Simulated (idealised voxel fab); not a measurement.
Process module, titled voxel self aligned vias
For reference, the cross-section in this document is cut, with width 240 nm and square cells of 5 nm.
Throughout this document, each cross-section is represented as a grid of square cells and is presented as a sequence of bands enumerated from the top downward, where a band comprises one or more rows of cells.
Per band: top height and bottom height in nm, followed by the left-to-right materials and their widths in nm; "edge to edge" marks a single material spanning edge to edge, "blank" marks empty space.
Where do heights start? At 0: under that level the wafer as delivered is made of one material only. And the lowest band has no floor; it just carries on downward, as in "from 0 down".
You'd read "30->40" like this: the band's top row of cells is as wide as the first number, its bottom row is as wide as the second, and going down, every row changes width by the same amount as the row before did.
When a step is marked "no change", none of the cells in the cross-section changed during that step.
Empty spaces counting at least 8 cells and having no open way to the top are listed in "Unvented internal voids". The notation width x height at distance is used for each, the distance being from the left edge and all three values in nm.
On each step's line, the part that comes after the settings is the simulator's own comment on the step.
On any step carrying a mask, the "overlay nm" setting, if present on the step's line, tells how far right of its planned place the mask lay; negative values point to the left.
Process steps (planned):
1: RECEIVE, material Si
2: CONFORMAL_DEP, material SiO2, thk nm 10
3: CONFORMAL_DEP, material SiCN, thk nm 5
4: DIRECTIONAL_DEP, material SiO2, thk nm 25
5: PATTERN, tone open, mask id LINES, material resist, width nm 20, pitch nm 65, thk nm 15, overlay nm 0
6: DIRECTIONAL_ETCH, etch materials SiO2, depth nm 25
7: STRIP, etch materials resist
8: CONFORMAL_DEP, material TiN, thk nm 5
9: FILL_DEP, material W, thk nm 10
10: CMP, height nm 40
11: SELECTIVE_ETCH, etch materials W Ru TiN, depth nm 10
12: FILL_DEP, material SiN, thk nm 5
13: CMP, height nm 40
14: DIRECTIONAL_DEP, material SiO2, thk nm 15
15: DIRECTIONAL_DEP, material aC, thk nm 10
16: PATTERN, tone open, mask id VIAS, material resist, width nm 40, pitch nm 65, thk nm 30, overlay nm 0
17: DIRECTIONAL_ETCH, etch materials aC, depth nm 10
18: STRIP, etch materials resist
19: DIRECTIONAL_ETCH, etch materials SiO2, depth nm 15
20: DIRECTIONAL_ETCH, etch materials SiN, depth nm 10
21: STRIP, etch materials aC
22: CONFORMAL_DEP, material TiN, thk nm 5
23: FILL_DEP, material Ru, thk nm 5
24: CMP, height nm 55
25: CONFORMAL_DEP, material SiN, thk nm 5
Wafer at receipt (post step 1), cross-section:
- from 0 down | Si edge to edge
- Unvented internal voids: none
Below is the wafer in cross-section after the module was completed. It began from the starting point shown above and followed the plan shown above, except that one mistake was made while running it:
- from 60 to 55 | SiN edge to edge
- from 55 to 45 | SiO2 65, then TiN 5, then Ru 30, then TiN 5, then SiO2 25, then TiN 5, then Ru 30, then TiN 5, then SiO2 70
- from 45 to 35 | SiO2 65->75, then TiN 15->5, then Ru 10, then TiN 15->5, then SiO2 25->45, then TiN 15->5, then Ru 10, then TiN 15->5, then SiO2 70->80
- from 35 to 30 | SiO2 75, then TiN 20, then SiO2 45, then TiN 20, then SiO2 80
- from 30 to 25 | SiO2 75, then SiN 20, then SiO2 45, then SiN 20, then SiO2 80
- from 25 to 20 | SiO2 75, then TiN 5, then W 10, then TiN 5, then SiO2 45, then TiN 5, then W 10, then TiN 5, then SiO2 80
- from 20 to 15 | SiO2 75, then TiN 20, then SiO2 45, then TiN 20, then SiO2 80
- from 15 to 10 | SiCN edge to edge
- from 10 to 0 | SiO2 edge to edge
- from 0 down | Si edge to edge
- Unvented internal voids: none
What was done differently from what was planned? rather than as planned, step 11 actually ran as SELECTIVE_ETCH, etch materials W Ru TiN, depth nm 15
